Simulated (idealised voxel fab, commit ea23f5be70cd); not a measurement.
process module | voxel gate over fins
cross-section cut | 255 nm wide | cells 5 nm
A cross-section is a grid of square cells, given in bands from the top down. A band is one or more rows of cells.
Each band's line starts with the height of the band's top and of its bottom, in nm. Then come its materials from left to right, each with its width in nm. One material with "throughout" fills the band from edge to edge. "air" is empty space.
Height 0 is the level under which the wafer as received is all one material. The lowest band goes on downwards, as in "0 down".
A width such as "30 to 40" changes by the same amount from each row of cells to the next, from the band's top row to its bottom row.
"no change" after a step means that no cell of the cross-section changed.
closed voids: empty space of 8 cells or more with no open way to the top, each as width x height at its distance from the left edge, in nm
after a step's settings: what the simulator itself notes on the step
overlay nm, on a step with a mask: how far to the right of its planned place the mask lay; to the left if negative
plan
1 op RECEIVE | material Si
2 op CONFORMAL_DEP | material SiN | thk nm 5
3 op MASKED_ETCH | tone cover | mask id FINS | width nm 15 | pitch nm 50 | etch materials SiN | depth nm 5 | overlay nm 0
4 op MASKED_ETCH | tone cover | mask id FINS | width nm 15 | pitch nm 50 | etch materials Si | depth nm 30 | overlay nm 0
5 op FILL_DEP | material SiO2 | thk nm 10
6 op CMP | height nm 5
7 op MASKED_ETCH | tone open | mask id RAIL | width nm 15 | etch materials SiO2 | depth nm 30 | overlay nm 0
8 op CONFORMAL_DEP | material TiN | thk nm 5
9 op FILL_DEP | material Ru | thk nm 5
10 op CMP | height nm 5
11 op SELECTIVE_ETCH | etch materials W Ru TiN | depth nm 20
12 op FILL_DEP | material SiO2 | thk nm 5
13 op CMP | height nm 5
14 op SELECTIVE_ETCH | etch materials SiO2 | depth nm 15
15 op STRIP | etch materials SiN
16 op CONFORMAL_DEP | material HfO2 | thk nm 5
17 op CONFORMAL_DEP | material TiN | thk nm 5
18 op CONFORMAL_DEP | material TiAl | thk nm 5
19 op CONFORMAL_DEP | material TiN | thk nm 5
20 op FILL_DEP | material W | thk nm 10
21 op CMP | height nm 25
22 op CONFORMAL_DEP | material SiCN | thk nm 5
as received, after step 1
  0 down: Si throughout
  closed voids: none
a wafer at the end: this start, this plan, one mistake
  30 to 25: SiCN throughout
  25 to 20: W throughout
  20 to 15: TiN throughout
  15 to 10: TiAl throughout
  10 to 5: TiN throughout
  5 to 0: HfO2 throughout
  0 to -15: SiO2 70 | Si 15 | SiO2 35 | Si 15 | SiO2 35 | Si 15 | SiO2 70
  -15 to -20: SiO2 70 | Si 15 | SiO2 10 | TiN 5 | Ru 5 | TiN 5 | SiO2 10 | Si 15 | SiO2 35 | Si 15 | SiO2 70
  -20 to -25: SiO2 70 | Si 15 | SiO2 10 | TiN 15 | SiO2 10 | Si 15 | SiO2 35 | Si 15 | SiO2 70
  -25 to -30: SiO2 70 | Si 15 | SiO2 35 | Si 15 | SiO2 35 | Si 15 | SiO2 70
  -30 down: Si throughout
  closed voids: none
what went wrong: step 14 ran as: op SELECTIVE_ETCH | etch materials SiO2 | depth nm 5
